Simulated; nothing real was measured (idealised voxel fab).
Process module name: voxel fin reveal
It is cross-section cut that appears here, measuring 200 nm in width, its square cells being 5 nm in size.
We lay out every cross-section as a grid of square cells and spell it out in bands from the top down, where one band means one or more rows of cells.
Heads up on the band format: heights come first, top then bottom, in nm. After that it's the materials left to right, each with its width in nm. A single material flagged "edge to edge" fills the whole band edge to edge, and "empty" means there's empty space there.
Measure heights from 0. That's the level where, below it, the as-received wafer is all one material. The lowest band is bottomless and extends downward; write it as in "0..down".
The two numbers in a width such as "30 to 40" mark its ends across the band: the first belongs to the top row of cells, the second to the bottom row, and from each row to the next the width moves by the same amount.
"no change", as given for a step, is the statement that not any cell of the cross-section underwent a change during that step.
Closed-off voids of 8+ cells (no open route to the top) go in "Voids, sealed", written width x height at distance from the left edge, in nm.
On a step's line, text after the settings is the simulator commenting on that step.
You can add "overlay nm" to a step's line. For a step with a mask, it describes how far the mask lay to the right of its planned position, and a negative number describes a lay to the left.

Process steps - plan
- 1: RECEIVE | material Si
- 2: CONFORMAL_DEP | material SiN | thk nm 5
- 3: PATTERN | tone cover | mask id FINS | material resist | width nm 15 | pitch nm 45 | thk nm 20 | overlay nm 0
- 4: DIRECTIONAL_ETCH | etch materials SiN | depth nm 5
- 5: DIRECTIONAL_ETCH | etch materials Si | depth nm 40
- 6: STRIP | etch materials resist
- 7: OXIDIZE | depth nm 5
- 8: FILL_DEP | material SiO2 | thk nm 5
- 9: CMP | height nm 5
- 10: SELECTIVE_ETCH | etch materials SiO2 | depth nm 35
- 11: STRIP | etch materials SiN

Cross-section, incoming material, after step 1
	0..down: Si edge to edge
	Voids, sealed: none

Module complete - cross-section of the first of two wafers, run according to plan
	0..-30: empty: 50 | Si: 5 | empty: 40 | Si: 5 | empty: 40 | Si: 5 | empty: 55
	-30..-45: SiO2: 50 | Si: 5 | SiO2: 40 | Si: 5 | SiO2: 40 | Si: 5 | SiO2: 55
	-45..down: Si edge to edge
	Voids, sealed: none

Now the second wafer, cross-sectioned at the end of the module. Nothing different at the start, nothing different in the plan compared with the first, just one mistake when it was actually run
	5..0: empty: 45 | SiN: 15 | empty: 30 | SiN: 15 | empty: 30 | SiN: 15 | empty: 50
	0..-45: empty: 50 | Si: 5 | empty: 40 | Si: 5 | empty: 40 | Si: 5 | empty: 55
	-45..down: Si edge to edge
	Voids, sealed: none
What was the processing mistake? contrary to plan, step 11 was performed as STRIP | etch materials SiO2
The closing comparison, in cells, has the second wafer with more or fewer of some materials than the first: SiN: 9 more | SiO2: 111 fewer
